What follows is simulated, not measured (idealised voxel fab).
process module | voxel transistor to metal
cross-section cut | 140 nm wide | cells 5 nm
A cross-section is a grid of square cells, given in bands from the top down. A band is one or more rows of cells.
Each band's line starts with the height of the band's top and of its bottom, in nm. Then come its materials from left to right, each with its width in nm. One material with "throughout" fills the band from edge to edge. "air" is empty space.
Height 0 is the level under which the wafer as received is all one material. The lowest band goes on downwards, as in "0 down".
A width such as "30 to 40" changes by the same amount from each row of cells to the next, from the band's top row to its bottom row.
"no change" after a step means that no cell of the cross-section changed.
closed voids: empty space of 8 cells or more with no open way to the top, each as width x height at its distance from the left edge, in nm
after a step's settings: what the simulator itself notes on the step
overlay nm, on a step with a mask: how far to the right of its planned place the mask lay; to the left if negative
plan
1 op RECEIVE | material Si
2 op OXIDIZE | depth nm 5
3 op CONFORMAL_DEP | material SiN | thk nm 10
4 op MASKED_ETCH | tone cover | mask id ACTIVE | width nm 105 | etch materials SiN | depth nm 10 | overlay nm 0
5 op MASKED_ETCH | tone cover | mask id ACTIVE | width nm 105 | etch materials SiO2 | depth nm 5 | overlay nm 0
6 op MASKED_ETCH | tone cover | mask id ACTIVE | width nm 105 | etch materials Si | depth nm 30 | overlay nm 0
7 op OXIDIZE | depth nm 5
8 op FILL_DEP | material SiO2 | thk nm 15
9 op CMP | height nm 10
10 op SELECTIVE_ETCH | etch materials SiO2 | depth nm 5
11 op STRIP | etch materials SiN
12 op SELECTIVE_ETCH | etch materials SiO2 | depth nm 5
13 op OXIDIZE | depth nm 5
14 op DIRECTIONAL_DEP | material polySi | thk nm 20
15 op DIRECTIONAL_DEP | material SiCN | thk nm 15
16 op DIRECTIONAL_DEP | material aC | thk nm 10
17 op PATTERN | tone cover | mask id GATE | material resist | width nm 25 | thk nm 25 | overlay nm 0
18 op DIRECTIONAL_ETCH | etch materials aC | depth nm 10
19 op STRIP | etch materials resist
20 op DIRECTIONAL_ETCH | etch materials SiCN | depth nm 25
21 op DIRECTIONAL_ETCH | etch materials polySi | depth nm 30
22 op STRIP | etch materials aC
23 op CONFORMAL_DEP | material SiN | thk nm 5
24 op DIRECTIONAL_ETCH | etch materials SiN | depth nm 5
25 op DIRECTIONAL_ETCH | etch materials SiO2 | depth nm 5
26 op DIRECTIONAL_ETCH | etch materials Si | depth nm 5
27 op EPI | material pSi | thk nm 10
28 op FILL_DEP | material SiO2 | thk nm 10
29 op CMP | height nm 15
30 op STRIP | etch materials polySi
31 op SELECTIVE_ETCH | etch materials SiO2 | depth nm 5
32 op CONFORMAL_DEP | material HfO2 | thk nm 5
33 op CONFORMAL_DEP | material TiN | thk nm 5
34 op FILL_DEP | material W | thk nm 5
35 op CMP | height nm 10
36 op DIRECTIONAL_DEP | material SiO2 | thk nm 10
37 op PATTERN | tone open | mask id CONTACT | material resist | width nm 15 | pitch nm 80 | thk nm 15 | overlay nm 0
38 op DIRECTIONAL_ETCH | etch materials SiO2 | depth nm 25
39 op STRIP | etch materials resist
40 op CONFORMAL_DEP | material TiN | thk nm 5
41 op FILL_DEP | material Ru | thk nm 10
42 op CMP | height nm 20
43 op CONFORMAL_DEP | material SiCN | thk nm 5
44 op DIRECTIONAL_DEP | material lowk | thk nm 20
45 op DIRECTIONAL_DEP | material aC | thk nm 15
46 op PATTERN | tone open | mask id METAL_1 | material resist | width nm 15 | pitch nm 80 | thk nm 30 | overlay nm 0
47 op DIRECTIONAL_ETCH | etch materials aC | depth nm 15
48 op STRIP | etch materials resist
49 op DIRECTIONAL_ETCH | etch materials lowk | depth nm 20
50 op DIRECTIONAL_ETCH | etch materials SiCN | depth nm 5
51 op STRIP | etch materials aC
52 op CONFORMAL_DEP | material TiN | thk nm 5
53 op FILL_DEP | material Cu | thk nm 5
54 op CMP | height nm 45
55 op CONFORMAL_DEP | material SiCN | thk nm 5
56 op DIRECTIONAL_DEP | material lowk | thk nm 35
57 op PATTERN | tone open | mask id METAL_2 | material resist | width nm 15 | pitch nm 80 | thk nm 15 | overlay nm 0
58 op DIRECTIONAL_ETCH | etch materials lowk | depth nm 20
59 op STRIP | etch materials resist
60 op MASKED_ETCH | tone open | mask id METAL_2_HOLES | width nm 15 | pitch nm 80 | etch materials lowk | depth nm 15 | overlay nm 0
61 op MASKED_ETCH | tone open | mask id METAL_2_HOLES | width nm 15 | pitch nm 80 | etch materials SiCN | depth nm 5 | overlay nm 0
62 op CONFORMAL_DEP | material TiN | thk nm 5
63 op FILL_DEP | material Ru | thk nm 10
64 op CMP | height nm 85
65 op CONFORMAL_DEP | material SiCN | thk nm 5
as received, after step 1
  0 down: Si throughout
  closed voids: none
first wafer at the end, as planned
  90 to 85: SiCN throughout
  85 to 50: lowk 20 | TiN 5 | Ru 5 | TiN 5 | lowk 65 | TiN 5 | Ru 5 | TiN 5 | lowk 25
  50 to 45: SiCN 20 | TiN 15 | SiCN 65 | TiN 15 | SiCN 25
  45 to 25: lowk 20 | TiN 5 | Cu 5 | TiN 5 | lowk 65 | TiN 5 | Cu 5 | TiN 5 | lowk 25
  25 to 20: SiCN 20 | TiN 15 | SiCN 65 | TiN 15 | SiCN 25
  20 to 10: SiO2 20 | TiN 5 | Ru 5 | TiN 5 | SiO2 65 | TiN 5 | Ru 5 | TiN 5 | SiO2 25
  10 to 0: SiO2 20 | TiN 5 | Ru 5 | TiN 5 | SiO2 15 | SiN 5 | HfO2 5 | TiN 5 | W 5 | TiN 5 | HfO2 5 | SiN 5 | SiO2 15 | TiN 5 | Ru 5 | TiN 5 | SiO2 25
  0 to -5: SiO2 10 | SiN 5 | SiO2 5 | TiN 15 | SiO2 5 | pSi 10 | SiN 5 | HfO2 5 | TiN 15 | HfO2 5 | SiN 5 | pSi 10 | SiO2 5 | TiN 15 | SiO2 5 | SiN 5 | SiO2 15
  -5 to -10: SiO2 15 | pSi 35 | HfO2 35 | pSi 35 | SiO2 20
  -10 to -15: SiO2 20 | pSi 30 | Si 35 | pSi 30 | SiO2 25
  -15 to -40: SiO2 20 | Si 95 | SiO2 25
  -40 down: Si throughout
  closed voids: none
second wafer at the end: like start, like plan, one mistake
  90 to 85: SiCN throughout
  85 to 50: lowk 20 | TiN 5 | Ru 5 | TiN 5 | lowk 65 | TiN 5 | Ru 5 | TiN 5 | lowk 25
  50 to 45: SiCN 20 | TiN 15 | SiCN 65 | TiN 15 | SiCN 25
  45 to 25: lowk 20 | TiN 5 | Cu 5 | TiN 5 | lowk 65 | TiN 5 | Cu 5 | TiN 5 | lowk 25
  25 to 20: SiCN 20 | TiN 15 | SiCN 65 | TiN 15 | SiCN 25
  20 to 10: SiO2 20 | TiN 5 | Ru 5 | TiN 5 | SiO2 65 | TiN 5 | Ru 5 | TiN 5 | SiO2 25
  10 to 0: SiO2 20 | TiN 5 | Ru 5 | TiN 5 | SiO2 15 | SiN 5 | HfO2 5 | TiN 5 | W 5 | TiN 5 | HfO2 5 | SiN 5 | SiO2 15 | TiN 5 | Ru 5 | TiN 5 | SiO2 25
  0 to -5: SiO2 10 | SiN 5 | SiO2 5 | TiN 15 | SiO2 5 | pSi 10 | SiN 5 | HfO2 5 | TiN 15 | HfO2 5 | SiN 5 | pSi 10 | SiO2 5 | TiN 15 | SiO2 5 | SiN 5 | SiO2 15
  -5 to -10: SiO2 15 | pSi 35 | HfO2 35 | pSi 35 | SiO2 20
  -10 to -15: SiO2 20 | pSi 30 | Si 35 | pSi 30 | SiO2 25
  -15 to -70: SiO2 20 | Si 95 | SiO2 25
  -70 down: Si throughout
  closed voids: none
what went wrong: step 6 was run twice
at the end the second wafer has, in cells: 54 fewer of Si | 54 more of SiO2
